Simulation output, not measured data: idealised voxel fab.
process module | voxel self aligned contacts
290 nm wide, 5 nm square cells: that's cross-section cut.
Cross-section, as written here: a square-cell grid given band by band from the top down, where a band holds one or more rows of cells.
For a band, the entry starts with two heights in nm, that of the top and then that of the bottom, and carries on with the band's materials in order from left to right, each alongside its width in nm; the word "full width" beside a single material means it fills the band edge to edge, and "air" means empty space.
Convention: height 0 is the level below which the wafer, as received, is all one material. The lowest band does not terminate at the bottom but continues downward, represented as "0..down".
With a width like "30 to 40", each row of cells in the band differs from the next by the same amount, the top row carrying the first number and the bottom row the second.
The designation "no alteration", where it is given for a processing step, indicates that no cell of the cross-section was altered in the course of that step.
Empty spaces without an open route to the top, at least 8 cells in extent, make up the entry "Enclosed void list"; each is given as width x height at distance, where the distance is measured from the left edge, and all are in nm.
What comes after the settings on a step's line is commentary from the simulator itself on that step.
Steps that use a mask can have "overlay nm" on their line. It says how far the mask sat to the right of where it was meant to be. Negative means to the left.
-- plan
1. RECEIVE,material Si
2. CONFORMAL_DEP,material SiO2,thk nm 5
3. DIRECTIONAL_DEP,material polySi,thk nm 25
4. DIRECTIONAL_DEP,material SiN,thk nm 20
5. DIRECTIONAL_DEP,material aC,thk nm 10
6. PATTERN,tone cover,mask id GATE,material resist,width nm 35,pitch nm 80,thk nm 25,overlay nm 0
7. DIRECTIONAL_ETCH,etch materials aC,depth nm 10
8. STRIP,etch materials resist
9. DIRECTIONAL_ETCH,etch materials SiN,depth nm 20
10. DIRECTIONAL_ETCH,etch materials polySi,depth nm 25
11. STRIP,etch materials aC
12. CONFORMAL_DEP,material SiN,thk nm 10
13. DIRECTIONAL_ETCH,etch materials SiN,depth nm 10
14. FILL_DEP,material SiO2,thk nm 15
15. CMP,height nm 55
16. MASKED_ETCH,tone open,mask id CONTACT,width nm 65,pitch nm 80,etch materials SiO2,depth nm 55,overlay nm 0
17. CONFORMAL_DEP,material TiN,thk nm 5
18. FILL_DEP,material W,thk nm 5
19. CMP,height nm 55
20. CONFORMAL_DEP,material SiN,thk nm 5
-- As-received wafer cross-section (after step 1)
> 0..down  Si full width
> Enclosed void list: none
-- a wafer at the end: this start, this plan, one mistake
> 60..55  SiN full width
> 55..50  70 of SiO2; 25 of TiN; 15 of W; 25 of TiN; 15 of SiO2; 25 of TiN; 15 of W; 25 of TiN; 75 of SiO2
> 50..30  35 of SiO2; 10 of SiN; 35 of polySi; 10 of SiN; 5 of TiN; 15 of W; 5 of TiN; 10 of SiN; 35 of polySi; 10 of SiN; 5 of TiN; 15 of W; 5 of TiN; 10 of SiN; 35 of polySi; 10 of SiN; 40 of SiO2
> 30..25  35 of SiO2; 10 of SiN; 35 of polySi; 10 of SiN; 25 of TiN; 10 of SiN; 35 of polySi; 10 of SiN; 25 of TiN; 10 of SiN; 35 of polySi; 10 of SiN; 40 of SiO2
> 25..5  SiN full width
> 5..0  SiO2 full width
> 0..down  Si full width
> Enclosed void list: none
What was the processing mistake? transposition of steps 3 and 4 relative to the planned sequence
